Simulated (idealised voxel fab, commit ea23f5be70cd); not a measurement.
Process module, titled voxel capacitor over wiring
Cross-section cut spans 200 nm and uses square cells 5 nm in size.
Think of the cross-section as a grid of square cells. We describe it in bands, top to bottom, and each band covers one or more rows of those cells.
In this notation a band is specified by the heights of its top and bottom, in that order and in nm, after which its materials appear from left to right, each paired with its width in nm. The word "throughout" attached to a single material means that material fills the band from edge to edge; the word "blank" stands for empty space.
All heights in this document are referenced to 0, defined as the level beneath which the wafer, as received, consists entirely of one material. The lowest band is not bounded below; it extends indefinitely downward and is written in the form "z 0 and below".
Quick explanation for "30..40": the width changes in equal steps down the rows of cells, from the first number in the band's top row to the second number in its bottom row.
Given "left unchanged" for a step, no cell of the cross-section differs between before and after that step.
"Fully enclosed voids": sealed empty spaces, 8 cells or more, no open way to top, listed width x height at distance, with distance from the left edge and width, height and distance in nm.
Note: text after step settings on the step line = simulator remark on that step.
"overlay nm" answers the question of how far to the right of plan the mask lay on a step that has a mask, and when it is negative the answer is to the left.
Quick note on how to read the rest: it's all pairs. You get the cross-section before a process step and the one after, but the after one only goes down as far as the lowest band that changed. The step in between, with its settings, sits under the pair. Heads up, the pairs can come from different runs of this module on the same starting wafer, so don't assume a pair picks up from the one above unless its "Before this step" entry says it does.

# Before this step
- z 100 to 80 = resist 70 nm  blank 15 nm  resist 115 nm
- z 80 to 70 = SiO2 throughout
- z 70 to 65 = SiO2 60 nm  TiN 55 nm  SiO2 85 nm
- z 65 to 60 = SiO2 60 nm  SiN 55 nm  SiO2 85 nm
- z 60 to 55 = SiO2 60 nm  TiN 55 nm  SiO2 85 nm
- z 55 to 45 = lowk 60 nm  Ru 15 nm  lowk 125 nm
- z 45 to 40 = SiCN 60 nm  Ru 15 nm  SiCN 125 nm
- z 40 to 20 = lowk 55 nm  TiN 5 nm  Cu 10 nm  TiN 5 nm  lowk 50 nm  TiN 5 nm  Cu 10 nm  TiN 5 nm  lowk 55 nm
- z 20 to 15 = SiCN 55 nm  TiN 20 nm  SiCN 50 nm  TiN 20 nm  SiCN 55 nm
- z 15 to 0 = SiO2 throughout
- z 0 and below = Si throughout
- Fully enclosed voids: none

# Post-Step Appearance
- z 100 to 80 = resist 70 nm  blank 15 nm  resist 115 nm
- z 80 to 70 = SiO2 70 nm  blank 15 nm  SiO2 115 nm
- Below 70, the layers are the same as they were.
- Fully enclosed voids: none
the step between: DIRECTIONAL_ETCH,etch materials SiO2,depth nm 10

Before this step: look at the pair above, its after cross-section is where this step starts.

# Post-Step Appearance
- z 80 to 70 = SiO2 70 nm  blank 15 nm  SiO2 115 nm
- Below 70, the layers are the same as they were.
- Fully enclosed voids: none
the step between: STRIP,etch materials resist

Before this step: look at the pair above, its after cross-section is where this step starts.

# Post-Step Appearance
- z 85 to 80 = TiN 75 nm  blank 5 nm  TiN 120 nm
- z 80 to 75 = SiO2 70 nm  TiN 5 nm  blank 5 nm  TiN 5 nm  SiO2 115 nm
- z 75 to 65 = SiO2 70..60 nm  TiN 15..55 nm  SiO2 115..85 nm
- Below 65, the layers are the same as they were.
- Fully enclosed voids: none
the step between: CONFORMAL_DEP,material TiN,thk nm 5

Before this step: look at the pair above, its after cross-section is where this step starts.

# Post-Step Appearance
- z 95 to 85 = Cu throughout
- z 85 to 80 = TiN 75 nm  Cu 5 nm  TiN 120 nm
- z 80 to 75 = SiO2 70 nm  TiN 5 nm  Cu 5 nm  TiN 5 nm  SiO2 115 nm
- Below 75, the layers are the same as they were.
- Fully enclosed voids: none
the step between: FILL_DEP,material Cu,thk nm 10

Before this step: look at the pair above, its after cross-section is where this step starts.

# Post-Step Appearance
- z 80 to 75 = SiO2 70 nm  TiN 5 nm  Cu 5 nm  TiN 5 nm  SiO2 115 nm
- Below 75, the layers are the same as they were.
- Fully enclosed voids: none
the step between: CMP,height nm 80

Before this step: look at the pair above, its after cross-section is where this step starts.

# Post-Step Appearance
- z 85 to 80 = SiN throughout
- Below 80, the layers are the same as they were.
- Fully enclosed voids: none
the step between: CONFORMAL_DEP,material SiN,thk nm 5

# Before this step
- z 55 to 45 = lowk throughout
- z 45 to 40 = SiCN throughout
- z 40 to 20 = lowk 55 nm  TiN 5 nm  Cu 10 nm  TiN 5 nm  lowk 50 nm  TiN 5 nm  Cu 10 nm  TiN 5 nm  lowk 55 nm
- z 20 to 15 = SiCN 55 nm  TiN 20 nm  SiCN 50 nm  TiN 20 nm  SiCN 55 nm
- z 15 to 0 = SiO2 throughout
- z 0 and below = Si throughout
- Fully enclosed voids: none

# Post-Step Appearance
- z 70 to 55 = resist 50 nm  blank 15 nm  resist 135 nm
- Below 55, the layers are the same as they were.
- Fully enclosed voids: none
the step between: PATTERN,tone open,mask id PLUG_1,material resist,width nm 15,thk nm 15,overlay nm -10

Before this step: look at the pair above, its after cross-section is where this step starts.

# Post-Step Appearance
- z 70 to 55 = resist 50 nm  blank 15 nm  resist 135 nm
- z 55 to 45 = lowk 50 nm  blank 15 nm  lowk 135 nm
- Below 45, the layers are the same as they were.
- Fully enclosed voids: none
the step between: DIRECTIONAL_ETCH,etch materials lowk,depth nm 10

Before this step: look at the pair above, its after cross-section is where this step starts.

# Post-Step Appearance
- z 70 to 55 = resist 50 nm  blank 15 nm  resist 135 nm
- z 55 to 45 = lowk 50 nm  blank 15 nm  lowk 135 nm
- z 45 to 40 = SiCN 50 nm  blank 15 nm  SiCN 135 nm
- Below 40, the layers are the same as they were.
- Fully enclosed voids: none
the step between: DIRECTIONAL_ETCH,etch materials SiCN,depth nm 5

Before this step: look at the pair above, its after cross-section is where this step starts.

# Post-Step Appearance
- z 55 to 45 = lowk 50 nm  blank 15 nm  lowk 135 nm
- Below 45, the layers are the same as they were.
- Fully enclosed voids: none
the step between: STRIP,etch materials resist

Before this step: look at the pair above, its after cross-section is where this step starts.

# Post-Step Appearance
- z 55 to 50 = lowk 50 nm  blank 15 nm  lowk 135 nm
- z 50 to 45 = lowk 50 nm  Ru 15 nm  lowk 135 nm
- z 45 to 40 = SiCN 50 nm  Ru 15 nm  SiCN 135 nm
- Below 40, the layers are the same as they were.
- Fully enclosed voids: none
the step between: EPI,material Ru,thk nm 10

Before this step: look at the pair above, its after cross-section is where this step starts.

# Post-Step Appearance
- z 55 to 45 = lowk 50 nm  Ru 15 nm  lowk 135 nm
- Below 45, the layers are the same as they were.
- Fully enclosed voids: none
the step between: EPI,material Ru,thk nm 5

Before this step: look at the pair above, its after cross-section is where this step starts.

# Post-Step Appearance
- z 60 to 55 = TiN throughout
- Below 55, the layers are the same as they were.
- Fully enclosed voids: none
the step between: DIRECTIONAL_DEP,material TiN,thk nm 5

Before this step: look at the pair above, its after cross-section is where this step starts.

# Post-Step Appearance
- z 65 to 60 = SiN throughout
- Below 60, the layers are the same as they were.
- Fully enclosed voids: none
the step between: DIRECTIONAL_DEP,material SiN,thk nm 5

Before this step: look at the pair above, its after cross-section is where this step starts.

# Post-Step Appearance
- z 70 to 65 = TiN throughout
- Below 65, the layers are the same as they were.
- Fully enclosed voids: none
the step between: DIRECTIONAL_DEP,material TiN,thk nm 5

Before this step: look at the pair above, its after cross-section is where this step starts.

# Post-Step Appearance
- z 80 to 70 = aC throughout
- Below 70, the layers are the same as they were.
- Fully enclosed voids: none
the step between: DIRECTIONAL_DEP,material aC,thk nm 10

Before this step: look at the pair above, its after cross-section is where this step starts.

# Post-Step Appearance
- z 110 to 80 = blank 60 nm  resist 55 nm  blank 85 nm
- Below 80, the layers are the same as they were.
- Fully enclosed voids: none
the step between: PATTERN,tone cover,mask id UPPER_PLATE,material resist,width nm 55,thk nm 30,overlay nm 0

Before this step: look at the pair above, its after cross-section is where this step starts.

# Post-Step Appearance
- z 100 to 80 = blank 60 nm  resist 55 nm  blank 85 nm
- z 80 to 70 = blank 60 nm  aC 55 nm  blank 85 nm
- Below 70, the layers are the same as they were.
- Fully enclosed voids: none
the step between: DIRECTIONAL_ETCH,etch materials aC,depth nm 10

Before this step: look at the pair above, its after cross-section is where this step starts.

# Post-Step Appearance
- z 80 to 70 = blank 60 nm  aC 55 nm  blank 85 nm
- Below 70, the layers are the same as they were.
- Fully enclosed voids: none
the step between: STRIP,etch materials resist

Before this step: look at the pair above, its after cross-section is where this step starts.

# Post-Step Appearance
- z 80 to 70 = blank 60 nm  aC 55 nm  blank 85 nm
- z 70 to 65 = blank 60 nm  TiN 55 nm  blank 85 nm
- Below 65, the layers are the same as they were.
- Fully enclosed voids: none
the step between: DIRECTIONAL_ETCH,etch materials TiN,depth nm 5

Before this step: look at the pair above, its after cross-section is where this step starts.

# Post-Step Appearance
- z 80 to 70 = blank 60 nm  aC 55 nm  blank 85 nm
- z 70 to 65 = blank 60 nm  TiN 55 nm  blank 85 nm
- z 65 to 60 = blank 60 nm  SiN 55 nm  blank 85 nm
- Below 60, the layers are the same as they were.
- Fully enclosed voids: none
the step between: DIRECTIONAL_ETCH,etch materials SiN,depth nm 5

Before this step: look at the pair above, its after cross-section is where this step starts.

# Post-Step Appearance
- z 70 to 65 = blank 60 nm  TiN 55 nm  blank 85 nm
- Below 65, the layers are the same as they were.
- Fully enclosed voids: none
the step between: STRIP,etch materials aC

Before this step: look at the pair above, its after cross-section is where this step starts.

# Post-Step Appearance
- z 70 to 65 = blank 60 nm  TiN 55 nm  blank 85 nm
- z 65 to 60 = blank 60 nm  SiN 55 nm  blank 85 nm
- z 60 to 55 = blank 55 nm  TiN 65 nm  blank 80 nm
- Below 55, the layers are the same as they were.
- Fully enclosed voids: none
the step between: MASKED_ETCH,tone cover,mask id LOWER_PLATE,width nm 65,etch materials TiN,depth nm 5,overlay nm 0

Before this step: look at the pair above, its after cross-section is where this step starts.

# Post-Step Appearance
- z 85 to 70 = SiO2 throughout
- z 70 to 65 = SiO2 60 nm  TiN 55 nm  SiO2 85 nm
- z 65 to 60 = SiO2 60 nm  SiN 55 nm  SiO2 85 nm
- z 60 to 55 = SiO2 55 nm  TiN 65 nm  SiO2 80 nm
- Below 55, the layers are the same as they were.
- Fully enclosed voids: none
the step between: FILL_DEP,material SiO2,thk nm 15

Before this step: look at the pair above, its after cross-section is where this step starts.

# Post-Step Appearance
- z 80 to 70 = SiO2 throughout
- Below 70, the layers are the same as they were.
- Fully enclosed voids: none
the step between: CMP,height nm 80

Before this step: look at the pair above, its after cross-section is where this step starts.

# Post-Step Appearance
- z 100 to 80 = resist 70 nm  blank 15 nm  resist 115 nm
- Below 80, the layers are the same as they were.
- Fully enclosed voids: none
the step between: PATTERN,tone open,mask id PLUG_2,material resist,width nm 15,thk nm 20,overlay nm 0

Before this step: look at the pair above, its after cross-section is where this step starts.

# Post-Step Appearance
- z 100 to 80 = resist 70 nm  blank 15 nm  resist 115 nm
- z 80 to 70 = SiO2 70 nm  blank 15 nm  SiO2 115 nm
- Below 70, the layers are the same as they were.
- Fully enclosed voids: none
the step between: DIRECTIONAL_ETCH,etch materials SiO2,depth nm 10

Before this step: look at the pair above, its after cross-section is where this step starts.

# Post-Step Appearance
- z 80 to 70 = SiO2 70 nm  blank 15 nm  SiO2 115 nm
- Below 70, the layers are the same as they were.
- Fully enclosed voids: none
the step between: STRIP,etch materials resist

Before this step: look at the pair above, its after cross-section is where this step starts.

# Post-Step Appearance
- z 85 to 80 = TiN 75 nm  blank 5 nm  TiN 120 nm
- z 80 to 75 = SiO2 70 nm  TiN 5 nm  blank 5 nm  TiN 5 nm  SiO2 115 nm
- z 75 to 65 = SiO2 70..60 nm  TiN 15..55 nm  SiO2 115..85 nm
- Below 65, the layers are the same as they were.
- Fully enclosed voids: none
the step between: CONFORMAL_DEP,material TiN,thk nm 5

Before this step: look at the pair above, its after cross-section is where this step starts.

# Post-Step Appearance
- z 95 to 85 = Cu throughout
- z 85 to 80 = TiN 75 nm  Cu 5 nm  TiN 120 nm
- z 80 to 75 = SiO2 70 nm  TiN 5 nm  Cu 5 nm  TiN 5 nm  SiO2 115 nm
- Below 75, the layers are the same as they were.
- Fully enclosed voids: none
the step between: FILL_DEP,material Cu,thk nm 10

Before this step: look at the pair above, its after cross-section is where this step starts.

# Post-Step Appearance
- z 80 to 75 = SiO2 70 nm  TiN 5 nm  Cu 5 nm  TiN 5 nm  SiO2 115 nm
- Below 75, the layers are the same as they were.
- Fully enclosed voids: none
the step between: CMP,height nm 80

Before this step: look at the pair above, its after cross-section is where this step starts.

# Post-Step Appearance
- z 85 to 80 = SiN throughout
- Below 80, the layers are the same as they were.
- Fully enclosed voids: none
the step between: CONFORMAL_DEP,material SiN,thk nm 5

# Before this step
- z 40 to 20 = lowk 55 nm  blank 20 nm  lowk 50 nm  blank 20 nm  lowk 55 nm
- z 20 to 15 = SiCN 55 nm  blank 20 nm  SiCN 50 nm  blank 20 nm  SiCN 55 nm
- z 15 to 0 = SiO2 throughout
- z 0 and below = Si throughout
- Fully enclosed voids: none

# Post-Step Appearance
- z 45 to 40 = Ru 60 nm  blank 10 nm  Ru 60 nm  blank 10 nm  Ru 60 nm
- z 40 to 20 = lowk 55 nm  Ru 5 nm  blank 10 nm  Ru 5 nm  lowk 50 nm  Ru 5 nm  blank 10 nm  Ru 5 nm  lowk 55 nm
- z 20 to 15 = SiCN 55 nm  Ru 20 nm  SiCN 50 nm  Ru 20 nm  SiCN 55 nm
- Below 15, the layers are the same as they were.
- Fully enclosed voids: none
the step between: CONFORMAL_DEP,material Ru,thk nm 5

Before this step: look at the pair above, its after cross-section is where this step starts.

# Post-Step Appearance
- z 55 to 45 = Cu throughout
- z 45 to 40 = Ru 60 nm  Cu 10 nm  Ru 60 nm  Cu 10 nm  Ru 60 nm
- z 40 to 20 = lowk 55 nm  Ru 5 nm  Cu 10 nm  Ru 5 nm  lowk 50 nm  Ru 5 nm  Cu 10 nm  Ru 5 nm  lowk 55 nm
- Below 20, the layers are the same as they were.
- Fully enclosed voids: none
the step between: FILL_DEP,material Cu,thk nm 10

Before this step: look at the pair above, its after cross-section is where this step starts.

# Post-Step Appearance
- z 40 to 20 = lowk 55 nm  Ru 5 nm  Cu 10 nm  Ru 5 nm  lowk 50 nm  Ru 5 nm  Cu 10 nm  Ru 5 nm  lowk 55 nm
- Below 20, the layers are the same as they were.
- Fully enclosed voids: none
the step between: CMP,height nm 40

Before this step: look at the pair above, its after cross-section is where this step starts.

# Post-Step Appearance
- z 45 to 40 = SiCN throughout
- Below 40, the layers are the same as they were.
- Fully enclosed voids: none
the step between: CONFORMAL_DEP,material SiCN,thk nm 5

Before this step: look at the pair above, its after cross-section is where this step starts.

# Post-Step Appearance
- z 55 to 45 = lowk throughout
- Below 45, the layers are the same as they were.
- Fully enclosed voids: none
the step between: DIRECTIONAL_DEP,material lowk,thk nm 10

Before this step: look at the pair above, its after cross-section is where this step starts.

# Post-Step Appearance
- z 70 to 55 = resist 60 nm  blank 15 nm  resist 125 nm
- Below 55, the layers are the same as they were.
- Fully enclosed voids: none
the step between: PATTERN,tone open,mask id PLUG_1,material resist,width nm 15,thk nm 15,overlay nm 0

Before this step: look at the pair above, its after cross-section is where this step starts.

# Post-Step Appearance
- z 70 to 55 = resist 60 nm  blank 15 nm  resist 125 nm
- z 55 to 45 = lowk 60 nm  blank 15 nm  lowk 125 nm
- Below 45, the layers are the same as they were.
- Fully enclosed voids: none
the step between: DIRECTIONAL_ETCH,etch materials lowk,depth nm 10

Before this step: look at the pair above, its after cross-section is where this step starts.

# Post-Step Appearance
- z 70 to 55 = resist 60 nm  blank 15 nm  resist 125 nm
- z 55 to 45 = lowk 60 nm  blank 15 nm  lowk 125 nm
- z 45 to 40 = SiCN 60 nm  blank 15 nm  SiCN 125 nm
- Below 40, the layers are the same as they were.
- Fully enclosed voids: none
the step between: DIRECTIONAL_ETCH,etch materials SiCN,depth nm 5

Before this step: look at the pair above, its after cross-section is where this step starts.

# Post-Step Appearance
- z 55 to 45 = lowk 60 nm  blank 15 nm  lowk 125 nm
- Below 45, the layers are the same as they were.
- Fully enclosed voids: none
the step between: STRIP,etch materials resist

Before this step: look at the pair above, its after cross-section is where this step starts.

# Post-Step Appearance
- z 55 to 50 = lowk 60 nm  blank 15 nm  lowk 125 nm
- z 50 to 45 = lowk 60 nm  Ru 15 nm  lowk 125 nm
- z 45 to 40 = SiCN 60 nm  Ru 15 nm  SiCN 125 nm
- Below 40, the layers are the same as they were.
- Fully enclosed voids: none
the step between: EPI,material Ru,thk nm 10

Before this step: look at the pair above, its after cross-section is where this step starts.

# Post-Step Appearance
- z 55 to 45 = lowk 60 nm  Ru 15 nm  lowk 125 nm
- Below 45, the layers are the same as they were.
- Fully enclosed voids: none
the step between: EPI,material Ru,thk nm 5

Before this step: look at the pair above, its after cross-section is where this step starts.

# Post-Step Appearance
- z 60 to 55 = TiN throughout
- Below 55, the layers are the same as they were.
- Fully enclosed voids: none
the step between: DIRECTIONAL_DEP,material TiN,thk nm 5

Before this step: look at the pair above, its after cross-section is where this step starts.

# Post-Step Appearance
- z 65 to 60 = SiN throughout
- Below 60, the layers are the same as they were.
- Fully enclosed voids: none
the step between: DIRECTIONAL_DEP,material SiN,thk nm 5

Before this step: look at the pair above, its after cross-section is where this step starts.

# Post-Step Appearance
- z 70 to 65 = TiN throughout
- Below 65, the layers are the same as they were.
- Fully enclosed voids: none
the step between: DIRECTIONAL_DEP,material TiN,thk nm 5

Before this step: look at the pair above, its after cross-section is where this step starts.

# Post-Step Appearance
- z 80 to 70 = aC throughout
- Below 70, the layers are the same as they were.
- Fully enclosed voids: none
the step between: DIRECTIONAL_DEP,material aC,thk nm 10

Before this step: look at the pair above, its after cross-section is where this step starts.

# Post-Step Appearance
- z 110 to 80 = blank 60 nm  resist 55 nm  blank 85 nm
- Below 80, the layers are the same as they were.
- Fully enclosed voids: none
the step between: PATTERN,tone cover,mask id UPPER_PLATE,material resist,width nm 55,thk nm 30,overlay nm 0

Before this step: look at the pair above, its after cross-section is where this step starts.

# Post-Step Appearance
- z 100 to 80 = blank 60 nm  resist 55 nm  blank 85 nm
- z 80 to 70 = blank 60 nm  aC 55 nm  blank 85 nm
- Below 70, the layers are the same as they were.
- Fully enclosed voids: none
the step between: DIRECTIONAL_ETCH,etch materials aC,depth nm 10

Before this step: look at the pair above, its after cross-section is where this step starts.

# Post-Step Appearance
- z 80 to 70 = blank 60 nm  aC 55 nm  blank 85 nm
- Below 70, the layers are the same as they were.
- Fully enclosed voids: none
the step between: STRIP,etch materials resist

Before this step: look at the pair above, its after cross-section is where this step starts.

# Post-Step Appearance
- z 80 to 70 = blank 60 nm  aC 55 nm  blank 85 nm
- z 70 to 65 = blank 60 nm  TiN 55 nm  blank 85 nm
- Below 65, the layers are the same as they were.
- Fully enclosed voids: none
the step between: DIRECTIONAL_ETCH,etch materials TiN,depth nm 5

Before this step: look at the pair above, its after cross-section is where this step starts.

# Post-Step Appearance
- z 80 to 70 = blank 60 nm  aC 55 nm  blank 85 nm
- z 70 to 65 = blank 60 nm  TiN 55 nm  blank 85 nm
- z 65 to 60 = blank 60 nm  SiN 55 nm  blank 85 nm
- Below 60, the layers are the same as they were.
- Fully enclosed voids: none
the step between: DIRECTIONAL_ETCH,etch materials SiN,depth nm 5

Before this step: look at the pair above, its after cross-section is where this step starts.

# Post-Step Appearance
- z 70 to 65 = blank 60 nm  TiN 55 nm  blank 85 nm
- Below 65, the layers are the same as they were.
- Fully enclosed voids: none
the step between: STRIP,etch materials aC

Before this step: look at the pair above, its after cross-section is where this step starts.

# Post-Step Appearance
- z 70 to 65 = blank 60 nm  TiN 55 nm  blank 85 nm
- z 65 to 60 = blank 60 nm  SiN 55 nm  blank 85 nm
- z 60 to 55 = blank 55 nm  TiN 65 nm  blank 80 nm
- Below 55, the layers are the same as they were.
- Fully enclosed voids: none
the step between: MASKED_ETCH,tone cover,mask id LOWER_PLATE,width nm 65,etch materials TiN,depth nm 5,overlay nm 0

Before this step: look at the pair above, its after cross-section is where this step starts.

# Post-Step Appearance
- z 85 to 70 = SiO2 throughout
- z 70 to 65 = SiO2 60 nm  TiN 55 nm  SiO2 85 nm
- z 65 to 60 = SiO2 60 nm  SiN 55 nm  SiO2 85 nm
- z 60 to 55 = SiO2 55 nm  TiN 65 nm  SiO2 80 nm
- Below 55, the layers are the same as they were.
- Fully enclosed voids: none
the step between: FILL_DEP,material SiO2,thk nm 15

Before this step: look at the pair above, its after cross-section is where this step starts.

# Post-Step Appearance
- z 80 to 70 = SiO2 throughout
- Below 70, the layers are the same as they were.
- Fully enclosed voids: none
the step between: CMP,height nm 80

Before this step: look at the pair above, its after cross-section is where this step starts.

# Post-Step Appearance
- z 100 to 80 = resist 70 nm  blank 15 nm  resist 115 nm
- Below 80, the layers are the same as they were.
- Fully enclosed voids: none
the step between: PATTERN,tone open,mask id PLUG_2,material resist,width nm 15,thk nm 20,overlay nm 0

Before this step: look at the pair above, its after cross-section is where this step starts.

# Post-Step Appearance
- z 100 to 80 = resist 70 nm  blank 15 nm  resist 115 nm
- z 80 to 70 = SiO2 70 nm  blank 15 nm  SiO2 115 nm
- Below 70, the layers are the same as they were.
- Fully enclosed voids: none
the step between: DIRECTIONAL_ETCH,etch materials SiO2,depth nm 10

Before this step: look at the pair above, its after cross-section is where this step starts.

# Post-Step Appearance
- z 80 to 70 = SiO2 70 nm  blank 15 nm  SiO2 115 nm
- Below 70, the layers are the same as they were.
- Fully enclosed voids: none
the step between: STRIP,etch materials resist

Before this step: look at the pair above, its after cross-section is where this step starts.

# Post-Step Appearance
- z 85 to 80 = TiN 75 nm  blank 5 nm  TiN 120 nm
- z 80 to 75 = SiO2 70 nm  TiN 5 nm  blank 5 nm  TiN 5 nm  SiO2 115 nm
- z 75 to 65 = SiO2 70..60 nm  TiN 15..55 nm  SiO2 115..85 nm
- Below 65, the layers are the same as they were.
- Fully enclosed voids: none
the step between: CONFORMAL_DEP,material TiN,thk nm 5

Before this step: look at the pair above, its after cross-section is where this step starts.

# Post-Step Appearance
- z 95 to 85 = Cu throughout
- z 85 to 80 = TiN 75 nm  Cu 5 nm  TiN 120 nm
- z 80 to 75 = SiO2 70 nm  TiN 5 nm  Cu 5 nm  TiN 5 nm  SiO2 115 nm
- Below 75, the layers are the same as they were.
- Fully enclosed voids: none
the step between: FILL_DEP,material Cu,thk nm 10

Before this step: look at the pair above, its after cross-section is where this step starts.

# Post-Step Appearance
- z 80 to 75 = SiO2 70 nm  TiN 5 nm  Cu 5 nm  TiN 5 nm  SiO2 115 nm
- Below 75, the layers are the same as they were.
- Fully enclosed voids: none
the step between: CMP,height nm 80

Before this step: look at the pair above, its after cross-section is where this step starts.

# Post-Step Appearance
- z 85 to 80 = SiN throughout
- Below 80, the layers are the same as they were.
- Fully enclosed voids: none
the step between: CONFORMAL_DEP,material SiN,thk nm 5

# Before this step
- z 80 to 70 = SiO2 throughout
- z 70 to 65 = SiO2 60 nm  TiN 55 nm  SiO2 85 nm
- z 65 to 60 = SiO2 60 nm  SiN 55 nm  SiO2 85 nm
- z 60 to 55 = SiO2 55 nm  TiN 65 nm  SiO2 80 nm
- z 55 to 45 = lowk 60 nm  Ru 15 nm  lowk 125 nm
- z 45 to 40 = SiCN 60 nm  Ru 15 nm  SiCN 125 nm
- z 40 to 20 = lowk 55 nm  TiN 5 nm  Cu 10 nm  TiN 5 nm  lowk 50 nm  TiN 5 nm  Cu 10 nm  TiN 5 nm  lowk 55 nm
- z 20 to 15 = SiCN 55 nm  TiN 20 nm  SiCN 50 nm  TiN 20 nm  SiCN 55 nm
- z 15 to 0 = SiO2 throughout
- z 0 and below = Si throughout
- Fully enclosed voids: none

# Post-Step Appearance
- z 100 to 80 = blank 70 nm  resist 15 nm  blank 115 nm
- Below 80, the layers are the same as they were.
- Fully enclosed voids: none
the step between: PATTERN,tone cover,mask id PLUG_2,material resist,width nm 15,thk nm 20,overlay nm 0

Before this step: look at the pair above, its after cross-section is where this step starts.

# Post-Step Appearance
- z 100 to 80 = blank 70 nm  resist 15 nm  blank 115 nm
- z 80 to 70 = blank 70 nm  SiO2 15 nm  blank 115 nm
- Below 70, the layers are the same as they were.
- Fully enclosed voids: none
the step between: DIRECTIONAL_ETCH,etch materials SiO2,depth nm 10

Before this step: look at the pair above, its after cross-section is where this step starts.

# Post-Step Appearance
- z 80 to 70 = blank 70 nm  SiO2 15 nm  blank 115 nm
- Below 70, the layers are the same as they were.
- Fully enclosed voids: none
the step between: STRIP,etch materials resist

Before this step: look at the pair above, its after cross-section is where this step starts.

# Post-Step Appearance
- z 85 to 80 = blank 65 nm  TiN 25 nm  blank 110 nm
- z 80 to 75 = blank 65 nm  TiN 5 nm  SiO2 15 nm  TiN 5 nm  blank 110 nm
- z 75 to 70 = TiN 70 nm  SiO2 15 nm  TiN 115 nm
- Below 70, the layers are the same as they were.
- Fully enclosed voids: none
the step between: CONFORMAL_DEP,material TiN,thk nm 5

Before this step: look at the pair above, its after cross-section is where this step starts.

# Post-Step Appearance
- z 95 to 85 = Cu throughout
- z 85 to 80 = Cu 65 nm  TiN 25 nm  Cu 110 nm
- z 80 to 75 = Cu 65 nm  TiN 5 nm  SiO2 15 nm  TiN 5 nm  Cu 110 nm
- Below 75, the layers are the same as they were.
- Fully enclosed voids: none
the step between: FILL_DEP,material Cu,thk nm 10

Before this step: look at the pair above, its after cross-section is where this step starts.

# Post-Step Appearance
- z 80 to 75 = Cu 65 nm  TiN 5 nm  SiO2 15 nm  TiN 5 nm  Cu 110 nm
- Below 75, the layers are the same as they were.
- Fully enclosed voids: none
the step between: CMP,height nm 80

Before this step: look at the pair above, its after cross-section is where this step starts.

# Post-Step Appearance
- z 85 to 80 = SiN throughout
- Below 80, the layers are the same as they were.
- Fully enclosed voids: none
the step between: CONFORMAL_DEP,material SiN,thk nm 5
